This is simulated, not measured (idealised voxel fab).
Herein follows the process module entitled voxel capacitor over wiring.
Cross-section cut: width 230 nm, square cells of 5 nm.
Cross-section, as written here: a square-cell grid given band by band from the top down, where a band holds one or more rows of cells.
It is stipulated that each band's entry specify, in nanometres, the height of the top of the band and then that of its bottom, followed by the materials of the band in left-to-right sequence, each together with its width in nanometres. A single material marked by the word "edge to edge" is understood to fill the band from edge to edge; the word "empty" is understood to denote empty space.
The reference from which all heights are counted is 0, the level beneath which the as-received wafer is entirely one material; the lowest band, having no lower bound, proceeds downward and is written after the example "0 nm and below".
Think of "30 to 40" as a width that walks from the first number to the second as you go down the band, top row to bottom row, taking equal-sized steps from row to row.
Step marked "identical to before"? Then no cell in the cross-section changed in it.
Sealed void listing: empty space of 8 cells or more with no open way to the top, each as width x height at its distance from the left edge, in nm
Heads up: the bit after the settings on a step's line is the simulator's remark on that step.
The setting "overlay nm" may be written on the line of a step. When the step uses a mask, the value reports how far to the right of the planned place the mask lay, and a negative value reports that it lay to the left.

**Process steps (planned)**
1. RECEIVE, material Si
2. CONFORMAL_DEP, material SiO2, thk nm 10
3. CONFORMAL_DEP, material SiCN, thk nm 5
4. DIRECTIONAL_DEP, material SiO2, thk nm 20
5. DIRECTIONAL_DEP, material aC, thk nm 10
6. PATTERN, tone open, mask id METAL_1, material resist, width nm 25, pitch nm 95, thk nm 25, overlay nm 0
7. DIRECTIONAL_ETCH, etch materials aC, depth nm 10
8. STRIP, etch materials resist
9. DIRECTIONAL_ETCH, etch materials SiO2, depth nm 20
10. DIRECTIONAL_ETCH, etch materials SiCN, depth nm 5
11. STRIP, etch materials aC
12. CONFORMAL_DEP, material TiN, thk nm 5
13. FILL_DEP, material Cu, thk nm 10
14. CMP, height nm 35
15. CONFORMAL_DEP, material SiCN, thk nm 5
16. DIRECTIONAL_DEP, material SiO2, thk nm 10
17. PATTERN, tone open, mask id PLUG_1, material resist, width nm 15, thk nm 15, overlay nm 0
18. DIRECTIONAL_ETCH, etch materials SiO2, depth nm 10
19. DIRECTIONAL_ETCH, etch materials SiCN, depth nm 5
20. STRIP, etch materials resist
21. CONFORMAL_DEP, material TiN, thk nm 5
22. FILL_DEP, material Cu, thk nm 10
23. CMP, height nm 50
24. DIRECTIONAL_DEP, material TiN, thk nm 5
25. DIRECTIONAL_DEP, material SiN, thk nm 5
26. DIRECTIONAL_DEP, material TiN, thk nm 5
27. MASKED_ETCH, tone cover, mask id UPPER_PLATE, width nm 75, etch materials TiN, depth nm 5, overlay nm 0
28. MASKED_ETCH, tone cover, mask id UPPER_PLATE, width nm 75, etch materials SiN, depth nm 5, overlay nm 0
29. DIRECTIONAL_DEP, material aC, thk nm 10
30. PATTERN, tone cover, mask id LOWER_PLATE, material resist, width nm 85, thk nm 25, overlay nm 0
31. DIRECTIONAL_ETCH, etch materials aC, depth nm 10
32. STRIP, etch materials resist
33. DIRECTIONAL_ETCH, etch materials TiN, depth nm 5
34. STRIP, etch materials aC
35. FILL_DEP, material SiO2, thk nm 15
36. CMP, height nm 75
37. DIRECTIONAL_DEP, material aC, thk nm 15
38. PATTERN, tone open, mask id PLUG_2, material resist, width nm 15, thk nm 30, overlay nm 0
39. DIRECTIONAL_ETCH, etch materials aC, depth nm 15
40. STRIP, etch materials resist
41. DIRECTIONAL_ETCH, etch materials SiO2, depth nm 10
42. STRIP, etch materials aC
43. CONFORMAL_DEP, material TiN, thk nm 5
44. FILL_DEP, material W, thk nm 10
45. CMP, height nm 75
46. CONFORMAL_DEP, material SiN, thk nm 5

**Step 1 complete: cross-section of the wafer as received**
  0 nm and below  Si edge to edge
  Sealed void listing: none

**First wafer of two, sectioned at end of module; run went per plan**
  80 nm to 75 nm  SiN edge to edge
  75 nm to 70 nm  SiO2=75 | TiN=5 | W=5 | TiN=5 | SiO2=140
  70 nm to 60 nm  SiO2=75 to 65 | TiN=15 to 75 | SiO2=140 to 90
  60 nm to 55 nm  SiO2=65 | SiN=75 | SiO2=90
  55 nm to 50 nm  SiO2=60 | TiN=85 | SiO2=85
  50 nm to 40 nm  SiO2=65 | TiN=5 | Cu=5 | TiN=5 | SiO2=150
  40 nm to 35 nm  SiCN=65 | TiN=15 | SiCN=150
  35 nm to 15 nm  SiO2=55 | TiN=5 | Cu=15 | TiN=5 | SiO2=70 | TiN=5 | Cu=15 | TiN=5 | SiO2=55
  15 nm to 10 nm  SiCN=55 | TiN=25 | SiCN=70 | TiN=25 | SiCN=55
  10 nm to 0 nm  SiO2 edge to edge
  0 nm and below  Si edge to edge
  Sealed void listing: none

**Second of two wafers, module complete, sectioned: it shares the first wafer's start and plan but was run with one mistake**
  80 nm to 75 nm  SiN edge to edge
  75 nm to 70 nm  SiO2=75 | TiN=5 | W=5 | TiN=5 | SiO2=140
  70 nm to 60 nm  SiO2=75 to 65 | TiN=15 to 75 | SiO2=140 to 90
  60 nm to 55 nm  SiO2=65 | SiN=75 | SiO2=90
  55 nm to 50 nm  SiO2=60 | TiN=85 | SiO2=85
  50 nm to 40 nm  SiO2=65 | TiN=5 | Cu=5 | TiN=5 | SiO2=150
  40 nm to 35 nm  SiCN=65 | TiN=15 | SiCN=150
  35 nm to 20 nm  SiO2=55 | TiN=5 | Cu=15 | TiN=5 | SiO2=70 | TiN=5 | Cu=15 | TiN=5 | SiO2=55
  20 nm to 15 nm  SiO2=55 | TiN=25 | SiO2=70 | TiN=25 | SiO2=55
  15 nm to 5 nm  SiO2 edge to edge
  5 nm to 0 nm  SiCN edge to edge
  0 nm and below  Si edge to edge
  Sealed void listing: none
What went wrong in running the wafer? plan vs actual: 2 and 3 interchanged
Bottom line after processing is that, in cells, the second wafer is up or down on some materials versus the first: Cu -6 | SiCN +10 | TiN -4
